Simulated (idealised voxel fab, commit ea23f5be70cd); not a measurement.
The following process module bears the name voxel capacitor over wiring.
The figure presents cross-section cut, which has a width of 280 nm and is divided into square cells with an edge length of 5 nm.
A cross-section in this document is a grid of square cells, and it is written down as bands, the top band listed before the ones below it; a band is made up of one or more rows of cells. Band entry format. Leading values: height of top, height of bottom, nm. Remainder: materials in left-to-right order, each with its width in nm. Special words: "everywhere" on a single material, which then fills the band edge to edge; "empty", empty space. For the purposes of this specification, 0 denotes the height below which the wafer in its as-received condition is composed wholly of one material, and the lowermost band, lacking a lower limit, extends downward without end, as expressed in "from 0 down". The width entry "30..40" should be interpreted row by row: the top row of cells in the band takes the first number, the bottom row takes the second number, and the change between adjacent rows is uniform throughout. A step reported as "no alteration" is a step in which no cell of the cross-section changed. Enclosed voids (no open way to top), threshold 8 cells or more, entry "Sealed void listing", notation width x height at distance, distance from left edge, nm. If you see something after the settings on a step's line, that's the simulator's own remark about that step. "overlay nm" denotes, for a step that has a mask, the displacement of the mask to the right of its planned place, with negative values corresponding to the left.
## Below is the list of planned process steps
1. RECEIVE,material Si
2. CONFORMAL_DEP,material SiO2,thk nm 15
3. CONFORMAL_DEP,material SiN,thk nm 5
4. DIRECTIONAL_DEP,material lowk,thk nm 20
5. PATTERN,tone open,mask id METAL_1,material resist,width nm 30,pitch nm 80,thk nm 15,overlay nm 0
6. DIRECTIONAL_ETCH,etch materials lowk,depth nm 20
7. DIRECTIONAL_ETCH,etch materials SiN,depth nm 5
8. STRIP,etch materials resist
9. CONFORMAL_DEP,material TiN,thk nm 5
10. FILL_DEP,material W,thk nm 5
11. CMP,height nm 40
12. CONFORMAL_DEP,material SiCN,thk nm 5
13. DIRECTIONAL_DEP,material SiO2,thk nm 10
14. DIRECTIONAL_DEP,material aC,thk nm 10
15. PATTERN,tone open,mask id PLUG_1,material resist,width nm 15,thk nm 30,overlay nm 0
16. DIRECTIONAL_ETCH,etch materials aC,depth nm 10
17. STRIP,etch materials resist
18. DIRECTIONAL_ETCH,etch materials SiO2,depth nm 10
19. DIRECTIONAL_ETCH,etch materials SiCN,depth nm 5
20. STRIP,etch materials aC
21. CONFORMAL_DEP,material TiN,thk nm 5
22. FILL_DEP,material Ru,thk nm 5
23. CMP,height nm 55
24. DIRECTIONAL_DEP,material TiN,thk nm 10
25. DIRECTIONAL_DEP,material Al2O3,thk nm 5
26. DIRECTIONAL_DEP,material TiN,thk nm 5
27. MASKED_ETCH,tone cover,mask id UPPER_PLATE,width nm 55,etch materials TiN,depth nm 5,overlay nm 0
28. MASKED_ETCH,tone cover,mask id UPPER_PLATE,width nm 55,etch materials Al2O3,depth nm 5,overlay nm 0
29. PATTERN,tone cover,mask id LOWER_PLATE,material resist,width nm 65,thk nm 15,overlay nm 0
30. DIRECTIONAL_ETCH,etch materials TiN,depth nm 10
31. STRIP,etch materials resist
32. FILL_DEP,material SiO2,thk nm 15
33. CMP,height nm 85
34. PATTERN,tone open,mask id PLUG_2,material resist,width nm 15,thk nm 15,overlay nm 0
35. DIRECTIONAL_ETCH,etch materials SiO2,depth nm 10
36. STRIP,etch materials resist
37. CONFORMAL_DEP,material TiN,thk nm 5
38. FILL_DEP,material Cu,thk nm 5
39. CMP,height nm 85
40. CONFORMAL_DEP,material SiCN,thk nm 5
## The first of the two wafers, which ran as planned
## Wafer as received: cross-section following step 1
- from 0 down | Si everywhere
- Sealed void listing: none
## Upon completion of step 2, the wafer appears in cross-section as shown
- from 15 to 0 | SiO2 everywhere
- Below 0, no change.
## Upon completion of step 3, the wafer appears in cross-section as shown
- from 20 to 15 | SiN everywhere
- Below 15, no change.
## Upon completion of step 4, the wafer appears in cross-section as shown
- from 40 to 20 | lowk everywhere
- Below 20, no change.
## Upon completion of step 5, the wafer appears in cross-section as shown
- from 55 to 40 | resist: 85  empty: 30  resist: 50  empty: 30  resist: 85
- Below 40, no change.
## Upon completion of step 6, the wafer appears in cross-section as shown
- from 55 to 40 | resist: 85  empty: 30  resist: 50  empty: 30  resist: 85
- from 40 to 20 | lowk: 85  empty: 30  lowk: 50  empty: 30  lowk: 85
- Below 20, no change.
## Upon completion of step 7, the wafer appears in cross-section as shown
- from 55 to 40 | resist: 85  empty: 30  resist: 50  empty: 30  resist: 85
- from 40 to 20 | lowk: 85  empty: 30  lowk: 50  empty: 30  lowk: 85
- from 20 to 15 | SiN: 85  empty: 30  SiN: 50  empty: 30  SiN: 85
- Below 15, no change.
## Upon completion of step 8, the wafer appears in cross-section as shown
- from 40 to 20 | lowk: 85  empty: 30  lowk: 50  empty: 30  lowk: 85
- Below 20, no change.
## Upon completion of step 9, the wafer appears in cross-section as shown
- from 45 to 40 | TiN: 90  empty: 20  TiN: 60  empty: 20  TiN: 90
- from 40 to 20 | lowk: 85  TiN: 5  empty: 20  TiN: 5  lowk: 50  TiN: 5  empty: 20  TiN: 5  lowk: 85
- from 20 to 15 | SiN: 85  TiN: 30  SiN: 50  TiN: 30  SiN: 85
- Below 15, no change.
## Upon completion of step 10, the wafer appears in cross-section as shown
- from 50 to 45 | W everywhere
- from 45 to 40 | TiN: 90  W: 20  TiN: 60  W: 20  TiN: 90
- from 40 to 20 | lowk: 85  TiN: 5  W: 20  TiN: 5  lowk: 50  TiN: 5  W: 20  TiN: 5  lowk: 85
- Below 20, no change.
## Upon completion of step 11, the wafer appears in cross-section as shown
- from 40 to 20 | lowk: 85  TiN: 5  W: 20  TiN: 5  lowk: 50  TiN: 5  W: 20  TiN: 5  lowk: 85
- Below 20, no change.
## Upon completion of step 12, the wafer appears in cross-section as shown
- from 45 to 40 | SiCN everywhere
- Below 40, no change.
## Upon completion of step 13, the wafer appears in cross-section as shown
- from 55 to 45 | SiO2 everywhere
- Below 45, no change.
## Upon completion of step 14, the wafer appears in cross-section as shown
- from 65 to 55 | aC everywhere
- Below 55, no change.
## Upon completion of step 15, the wafer appears in cross-section as shown
- from 95 to 65 | resist: 100  empty: 15  resist: 165
- Below 65, no change.
## Upon completion of step 16, the wafer appears in cross-section as shown
- from 85 to 65 | resist: 100  empty: 15  resist: 165
- from 65 to 55 | aC: 100  empty: 15  aC: 165
- Below 55, no change.
## Upon completion of step 17, the wafer appears in cross-section as shown
- from 65 to 55 | aC: 100  empty: 15  aC: 165
- Below 55, no change.
## Upon completion of step 18, the wafer appears in cross-section as shown
- from 65 to 55 | aC: 100  empty: 15  aC: 165
- from 55 to 45 | SiO2: 100  empty: 15  SiO2: 165
- Below 45, no change.
## Upon completion of step 19, the wafer appears in cross-section as shown
- from 65 to 55 | aC: 100  empty: 15  aC: 165
- from 55 to 45 | SiO2: 100  empty: 15  SiO2: 165
- from 45 to 40 | SiCN: 100  empty: 15  SiCN: 165
- Below 40, no change.
## Upon completion of step 20, the wafer appears in cross-section as shown
- from 55 to 45 | SiO2: 100  empty: 15  SiO2: 165
- Below 45, no change.
## Upon completion of step 21, the wafer appears in cross-section as shown
- from 60 to 55 | TiN: 105  empty: 5  TiN: 170
- from 55 to 45 | SiO2: 100  TiN: 5  empty: 5  TiN: 5  SiO2: 165
- from 45 to 40 | SiCN: 100  TiN: 15  SiCN: 165
- Below 40, no change.
## Upon completion of step 22, the wafer appears in cross-section as shown
- from 65 to 60 | Ru everywhere
- from 60 to 55 | TiN: 105  Ru: 5  TiN: 170
- from 55 to 45 | SiO2: 100  TiN: 5  Ru: 5  TiN: 5  SiO2: 165
- Below 45, no change.
## Upon completion of step 23, the wafer appears in cross-section as shown
- from 55 to 45 | SiO2: 100  TiN: 5  Ru: 5  TiN: 5  SiO2: 165
- Below 45, no change.
## Upon completion of step 24, the wafer appears in cross-section as shown
- from 65 to 55 | TiN everywhere
- Below 55, no change.
## Upon completion of step 25, the wafer appears in cross-section as shown
- from 70 to 65 | Al2O3 everywhere
- Below 65, no change.
## Upon completion of step 26, the wafer appears in cross-section as shown
- from 75 to 70 | TiN everywhere
- Below 70, no change.
## Upon completion of step 27, the wafer appears in cross-section as shown
- from 75 to 70 | empty: 100  TiN: 55  empty: 125
- Below 70, no change.
## Upon completion of step 28, the wafer appears in cross-section as shown
- from 75 to 70 | empty: 100  TiN: 55  empty: 125
- from 70 to 65 | empty: 100  Al2O3: 55  empty: 125
- Below 65, no change.
## Upon completion of step 29, the wafer appears in cross-section as shown
- from 90 to 75 | empty: 95  resist: 65  empty: 120
- from 75 to 70 | empty: 95  resist: 5  TiN: 55  resist: 5  empty: 120
- from 70 to 65 | empty: 95  resist: 5  Al2O3: 55  resist: 5  empty: 120
- Below 65, no change.
## Upon completion of step 30, the wafer appears in cross-section as shown
- from 90 to 75 | empty: 95  resist: 65  empty: 120
- from 75 to 70 | empty: 95  resist: 5  TiN: 55  resist: 5  empty: 120
- from 70 to 65 | empty: 95  resist: 5  Al2O3: 55  resist: 5  empty: 120
- from 65 to 55 | empty: 95  TiN: 65  empty: 120
- Below 55, no change.
## Upon completion of step 31, the wafer appears in cross-section as shown
- from 75 to 70 | empty: 100  TiN: 55  empty: 125
- from 70 to 65 | empty: 100  Al2O3: 55  empty: 125
- Below 65, no change.
## Upon completion of step 32, the wafer appears in cross-section as shown
- from 90 to 75 | SiO2 everywhere
- from 75 to 70 | SiO2: 100  TiN: 55  SiO2: 125
- from 70 to 65 | SiO2: 100  Al2O3: 55  SiO2: 125
- from 65 to 55 | SiO2: 95  TiN: 65  SiO2: 120
- Below 55, no change.
## Upon completion of step 33, the wafer appears in cross-section as shown
- from 85 to 75 | SiO2 everywhere
- Below 75, no change.
## Upon completion of step 34, the wafer appears in cross-section as shown
- from 100 to 85 | resist: 110  empty: 15  resist: 155
- Below 85, no change.
## Upon completion of step 35, the wafer appears in cross-section as shown
- from 100 to 85 | resist: 110  empty: 15  resist: 155
- from 85 to 75 | SiO2: 110  empty: 15  SiO2: 155
- Below 75, no change.
## Upon completion of step 36, the wafer appears in cross-section as shown
- from 85 to 75 | SiO2: 110  empty: 15  SiO2: 155
- Below 75, no change.
## Upon completion of step 37, the wafer appears in cross-section as shown
- from 90 to 85 | TiN: 115  empty: 5  TiN: 160
- from 85 to 80 | SiO2: 110  TiN: 5  empty: 5  TiN: 5  SiO2: 155
- from 80 to 70 | SiO2: 110..100  TiN: 15..55  SiO2: 155..125
- Below 70, no change.
## Upon completion of step 38, the wafer appears in cross-section as shown
- from 95 to 90 | Cu everywhere
- from 90 to 85 | TiN: 115  Cu: 5  TiN: 160
- from 85 to 80 | SiO2: 110  TiN: 5  Cu: 5  TiN: 5  SiO2: 155
- Below 80, no change.
## Upon completion of step 39, the wafer appears in cross-section as shown
- from 85 to 80 | SiO2: 110  TiN: 5  Cu: 5  TiN: 5  SiO2: 155
- Below 80, no change.
## Upon completion of step 40, the wafer appears in cross-section as shown
- from 90 to 85 | SiCN everywhere
- Below 85, no change.
## Wafer two of the pair: same origin, same plan, one error during the run; identical to wafer one up to and including step 32
## Second wafer at the planned finish of step 33, seen in cross-section
- from 80 to 75 | SiO2 everywhere
- Below 75, no change.
## Second wafer at the planned finish of step 34, seen in cross-section
- from 95 to 80 | resist: 110  empty: 15  resist: 155
- Below 80, no change.
## Second wafer at the planned finish of step 35, seen in cross-section
- from 95 to 80 | resist: 110  empty: 15  resist: 155
- from 80 to 75 | SiO2: 110  empty: 15  SiO2: 155
- Below 75, no change.
## Second wafer at the planned finish of step 36, seen in cross-section
- from 80 to 75 | SiO2: 110  empty: 15  SiO2: 155
- Below 75, no change.
## Second wafer at the planned finish of step 37, seen in cross-section
- from 85 to 80 | TiN: 115  empty: 5  TiN: 160
- from 80 to 70 | SiO2: 110..100  TiN: 15..55  SiO2: 155..125
- Below 70, no change.
## Second wafer at the planned finish of step 38, seen in cross-section
- from 90 to 85 | Cu everywhere
- from 85 to 80 | TiN: 115  Cu: 5  TiN: 160
- Below 80, no change.
## Second wafer at the planned finish of step 39, seen in cross-section
- from 85 to 80 | TiN: 115  Cu: 5  TiN: 160
- Below 80, no change.
## Second wafer at the planned finish of step 40, seen in cross-section
- from 90 to 85 | SiCN everywhere
- Below 85, no change.
Nonconformance to the process plan: planned and actual differ for step 33; actual: CMP,height nm 80
End check, counted in cells, second wafer has more or fewer of these materials than the first: -53 SiO2; +53 TiN
